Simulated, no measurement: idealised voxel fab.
Title: Process Module voxel capacitor over wiring
Cross-sectional view cut (width: 190 nm; square cell size: 5 nm).
A cross-section is a grid of square cells, given in bands from the top down. A band is one or more rows of cells. This entry defines a band. It first specifies the height of the band's top and the height of its bottom in nm, and then specifies the band's materials from left to right, stating each material with its width in nm. The word "all across" identifies a single material that fills the band from edge to edge, while the word "empty" identifies empty space. Heights are measured from 0, the level below which the as-received wafer is all one material; the lowest band has no bottom and continues downward, written as in "z 0 and below". A two-number width, for instance "30 to 40", indicates that the width is equal to the first number in the top row of the band and to the second number in the bottom row, and that it changes by a constant amount per row of cells. Reading "no modifications" for a step: not a cell of the cross-section changed in it. The entry titled "Closed void listing" provides the empty spaces that have no open way to the top, restricted to those of 8 cells or more. Each is presented as width x height at distance, the distance being measured from the left edge, with all three in nm. Note: text after step settings on the step line = simulator remark on that step. If you see "overlay nm" on a step's line and that step has a mask, it's telling you how far right of where it was planned the mask ended up; a negative number means it went left instead.

### The planned process steps are enumerated hereunder
step 1: RECEIVE [material Si]
step 2: CONFORMAL_DEP [material SiO2] [thk nm 10]
step 3: CONFORMAL_DEP [material SiN] [thk nm 5]
step 4: DIRECTIONAL_DEP [material SiO2] [thk nm 15]
step 5: MASKED_ETCH [tone open] [mask id METAL_1] [width nm 30] [pitch nm 80] [etch materials SiO2] [depth nm 15] [overlay nm 0]
step 6: MASKED_ETCH [tone open] [mask id METAL_1] [width nm 30] [pitch nm 80] [etch materials SiN] [depth nm 5] [overlay nm 0]
step 7: CONFORMAL_DEP [material TiN] [thk nm 5]
step 8: FILL_DEP [material Ru] [thk nm 10]
step 9: CMP [height nm 30]
step 10: EPI [material Ru] [thk nm 5]
step 11: FILL_DEP [material SiCN] [thk nm 5]
step 12: DIRECTIONAL_DEP [material SiO2] [thk nm 10]
step 13: PATTERN [tone open] [mask id PLUG_1] [material resist] [width nm 15] [thk nm 15] [overlay nm 0]
step 14: DIRECTIONAL_ETCH [etch materials SiO2] [depth nm 10]
step 15: DIRECTIONAL_ETCH [etch materials SiCN] [depth nm 5]
step 16: STRIP [etch materials resist]
step 17: CONFORMAL_DEP [material TiN] [thk nm 5]
step 18: FILL_DEP [material Cu] [thk nm 10]
step 19: CMP [height nm 50]
step 20: DIRECTIONAL_DEP [material TiN] [thk nm 5]
step 21: DIRECTIONAL_DEP [material HfO2] [thk nm 5]
step 22: DIRECTIONAL_DEP [material TiN] [thk nm 5]
step 23: DIRECTIONAL_DEP [material aC] [thk nm 10]
step 24: PATTERN [tone cover] [mask id UPPER_PLATE] [material resist] [width nm 55] [thk nm 25] [overlay nm 0]
step 25: DIRECTIONAL_ETCH [etch materials aC] [depth nm 10]
step 26: STRIP [etch materials resist]
step 27: DIRECTIONAL_ETCH [etch materials TiN] [depth nm 5]
step 28: DIRECTIONAL_ETCH [etch materials HfO2] [depth nm 5]
step 29: STRIP [etch materials aC]
step 30: PATTERN [tone cover] [mask id LOWER_PLATE] [material resist] [width nm 65] [thk nm 15] [overlay nm 0]
step 31: DIRECTIONAL_ETCH [etch materials TiN] [depth nm 5]
step 32: STRIP [etch materials resist]
step 33: FILL_DEP [material SiO2] [thk nm 20]
step 34: CMP [height nm 80]
step 35: MASKED_ETCH [tone open] [mask id PLUG_2] [width nm 15] [etch materials SiO2] [depth nm 15] [overlay nm 0]
step 36: CONFORMAL_DEP [material TiN] [thk nm 5]
step 37: FILL_DEP [material W] [thk nm 5]
step 38: CMP [height nm 80]
step 39: CONFORMAL_DEP [material SiN] [thk nm 5]

### So this is the incoming wafer in cross-section - it's already been through step 1
  z 0 and below | Si all across
  Closed void listing: none

### End-of-module XS, first of two wafers, run as planned
  z 85 to 80 | SiN all across
  z 80 to 70 | SiO2: 65, then TiN: 5, then W: 5, then TiN: 5, then SiO2: 110
  z 70 to 60 | SiO2: 65 to 55, then TiN: 15 to 55, then SiO2: 110 to 80
  z 60 to 55 | SiO2: 55, then HfO2: 55, then SiO2: 80
  z 55 to 50 | SiO2: 50, then TiN: 65, then SiO2: 75
  z 50 to 40 | SiO2: 55, then TiN: 5, then Cu: 5, then TiN: 5, then SiO2: 120
  z 40 to 35 | SiCN: 55, then TiN: 15, then SiCN: 120
  z 35 to 30 | SiCN: 35, then Ru: 40, then SiCN: 40, then Ru: 40, then SiCN: 35
  z 30 to 15 | SiO2: 40, then TiN: 5, then Ru: 20, then TiN: 5, then SiO2: 50, then TiN: 5, then Ru: 20, then TiN: 5, then SiO2: 40
  z 15 to 10 | SiN: 40, then TiN: 30, then SiN: 50, then TiN: 30, then SiN: 40
  z 10 to 0 | SiO2 all across
  z 0 and below | Si all across
  Closed void listing: none

### Wafer two, sectioned after the module: the first wafer's start, the first wafer's plan, and one mistake in how it was run
  z 85 to 80 | SiN all across
  z 80 to 70 | SiO2: 65, then TiN: 5, then W: 5, then TiN: 5, then SiO2: 110
  z 70 to 60 | SiO2: 65 to 55, then TiN: 15 to 55, then SiO2: 110 to 80
  z 60 to 55 | SiO2: 55, then HfO2: 55, then SiO2: 80
  z 55 to 50 | SiO2: 50, then TiN: 65, then SiO2: 75
  z 50 to 45 | TiN: 60, then Cu: 5, then TiN: 125
  z 45 to 35 | SiO2: 55, then TiN: 5, then Cu: 5, then TiN: 5, then SiO2: 120
  z 35 to 30 | SiCN: 55, then TiN: 15, then SiCN: 120
  z 30 to 25 | SiCN: 35, then Ru: 40, then SiCN: 40, then Ru: 40, then SiCN: 35
  z 25 to 15 | SiO2: 40, then TiN: 5, then Ru: 20, then TiN: 5, then SiO2: 50, then TiN: 5, then Ru: 20, then TiN: 5, then SiO2: 40
  z 15 to 10 | SiN: 40, then TiN: 30, then SiN: 50, then TiN: 30, then SiN: 40
  z 10 to 0 | SiO2 all across
  z 0 and below | Si all across
  Closed void listing: none
The mistake made against the process plan was this: step 9, actual vs plan mismatch, actual run CMP [height nm 25]
Wafer comparison, final, in cells, second relative to first, materials more or fewer: Cu +1 | Ru -8 | SiO2 -26 | TiN +33
